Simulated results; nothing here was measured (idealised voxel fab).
The process module presented herein is designated voxel transistor to metal.
The cross-section on display is named cut; it measures 165 nm wide, and its cells are 5 nm squares.
If you're reading a cross-section in this doc, picture square cells in a grid; it comes to you as bands, top ones listed first down to the bottom, and a band can be one or more rows of cells.
Quick guide to a band line: top height, bottom height (nm) up front; then every material left to right with its width in nm. Only one material and it's marked "full width"? Then it fills the band edge to edge. And "empty" just means empty space.
Beneath 0, the wafer as received is one material, and that level is where height counting begins. The lowest band goes on downward without a bottom; it is written like "top 0, no bottom".
The two numbers in a width such as "30->40" mark its ends across the band: the first belongs to the top row of cells, the second to the bottom row, and from each row to the next the width moves by the same amount.
Where the words "identical to before" appear for a step, the cross-section shows no cell changed by that step; every cell remained as before.
The entry titled "Trapped cavities" provides the empty spaces that have no open way to the top, restricted to those of 8 cells or more. Each is presented as width x height at distance, the distance being measured from the left edge, with all three in nm.
On each step's line, the part that comes after the settings is the simulator's own comment on the step.
Regarding "overlay nm": on a step with a mask, it is the distance the mask lay to the right of its planned place; a negative value places it to the left.
LISTED BELOW ARE THE PROCESS STEPS AS PLANNED
1) op RECEIVE | material Si
2) op CONFORMAL_DEP | material SiO2 | thk nm 5
3) op CONFORMAL_DEP | material SiN | thk nm 10
4) op PATTERN | tone cover | mask id ACTIVE | material resist | width nm 105 | thk nm 20 | overlay nm 0
5) op DIRECTIONAL_ETCH | etch materials SiN | depth nm 10
6) op DIRECTIONAL_ETCH | etch materials SiO2 | depth nm 5
7) op DIRECTIONAL_ETCH | etch materials Si | depth nm 25
8) op STRIP | etch materials resist
9) op FILL_DEP | material SiO2 | thk nm 10
10) op CMP | height nm 15
11) op SELECTIVE_ETCH | etch materials SiO2 | depth nm 10
12) op STRIP | etch materials SiN
13) op SELECTIVE_ETCH | etch materials SiO2 | depth nm 5
14) op OXIDIZE | depth nm 5
15) op DIRECTIONAL_DEP | material polySi | thk nm 30
16) op DIRECTIONAL_DEP | material SiCN | thk nm 15
17) op PATTERN | tone cover | mask id GATE | material resist | width nm 25 | thk nm 20 | overlay nm 0
18) op DIRECTIONAL_ETCH | etch materials SiCN | depth nm 25
19) op DIRECTIONAL_ETCH | etch materials polySi | depth nm 40
20) op STRIP | etch materials resist
21) op CONFORMAL_DEP | material SiN | thk nm 10
22) op DIRECTIONAL_ETCH | etch materials SiN | depth nm 10
23) op DIRECTIONAL_ETCH | etch materials SiO2 | depth nm 5
24) op DIRECTIONAL_ETCH | etch materials Si | depth nm 15
25) op EPI | material SiGe | thk nm 15
26) op FILL_DEP | material SiO2 | thk nm 10
27) op CMP | height nm 45
28) op DIRECTIONAL_DEP | material SiO2 | thk nm 15
29) op PATTERN | tone open | mask id CONTACT | material resist | width nm 25 | pitch nm 60 | thk nm 20 | overlay nm 0
30) op DIRECTIONAL_ETCH | etch materials SiO2 | depth nm 65
31) op STRIP | etch materials resist
32) op CONFORMAL_DEP | material TiN | thk nm 5
33) op FILL_DEP | material W | thk nm 5
34) op CMP | height nm 60
35) op CONFORMAL_DEP | material SiCN | thk nm 5
36) op DIRECTIONAL_DEP | material SiO2 | thk nm 20
37) op MASKED_ETCH | tone open | mask id METAL_1 | width nm 15 | pitch nm 70 | etch materials SiO2 | depth nm 20 | overlay nm 0
38) op MASKED_ETCH | tone open | mask id METAL_1 | width nm 15 | pitch nm 70 | etch materials SiCN | depth nm 5 | overlay nm 0
39) op CONFORMAL_DEP | material TiN | thk nm 5
40) op FILL_DEP | material Cu | thk nm 5
41) op CMP | height nm 85
42) op CONFORMAL_DEP | material SiN | thk nm 5
AS-RECEIVED STATE OF THE WAFER IN CROSS-SECTION, EQUIVALENT TO POST-STEP 1
	top 0, no bottom  Si full width
	Trapped cavities: none
A WAFER AT THE END: THIS START, THIS PLAN, ONE MISTAKE
	top 90, bottom 85  SiN full width
	top 85, bottom 75  SiO2=40 / TiN=5 / Cu=5 / TiN=5 / SiO2=55 / TiN=5 / Cu=5 / TiN=5 / SiO2=40
	top 75, bottom 70  SiCN=40 / TiN=15 / SiCN=55 / TiN=15 / SiCN=40
	top 70, bottom 60  SiCN full width
	top 60, bottom 50  SiO2=40 / TiN=5 / W=15 / TiN=5 / SiO2=35 / TiN=5 / W=15 / TiN=5 / SiO2=40
	top 50, bottom 45  SiO2=40 / TiN=5 / W=10 / TiN=10 / SiO2=35 / TiN=10 / W=10 / TiN=5 / SiO2=40
	top 45, bottom 30  SiO2=40 / TiN=5 / W=10 / TiN=5 / SiN=10 / SiCN=25 / SiN=10 / TiN=5 / W=10 / TiN=5 / SiO2=40
	top 30, bottom 15  SiO2=40 / TiN=5 / W=10 / TiN=5 / SiN=10 / polySi=25 / SiN=10 / TiN=5 / W=10 / TiN=5 / SiO2=40
	top 15, bottom 10  SiO2=40 / TiN=20 / SiN=10 / polySi=25 / SiN=10 / TiN=20 / SiO2=40
	top 10, bottom 0  SiO2=40 / TiN=5 / SiGe=15 / SiN=10 / polySi=25 / SiN=10 / SiGe=15 / TiN=5 / SiO2=40
	top 0, bottom -5  SiO2=40 / TiN=5 / SiGe=15 / SiO2=45 / SiGe=15 / TiN=5 / SiO2=40
	top -5, bottom -20  SiO2=30 / SiGe=30 / Si=45 / SiGe=30 / SiO2=30
	top -20, bottom -25  SiO2=30 / Si=105 / SiO2=30
	top -25, no bottom  Si full width
	Trapped cavities: none
Plan not followed: note that step 35 departed from the planned setting and was carried out as op CONFORMAL_DEP | material SiCN | thk nm 15
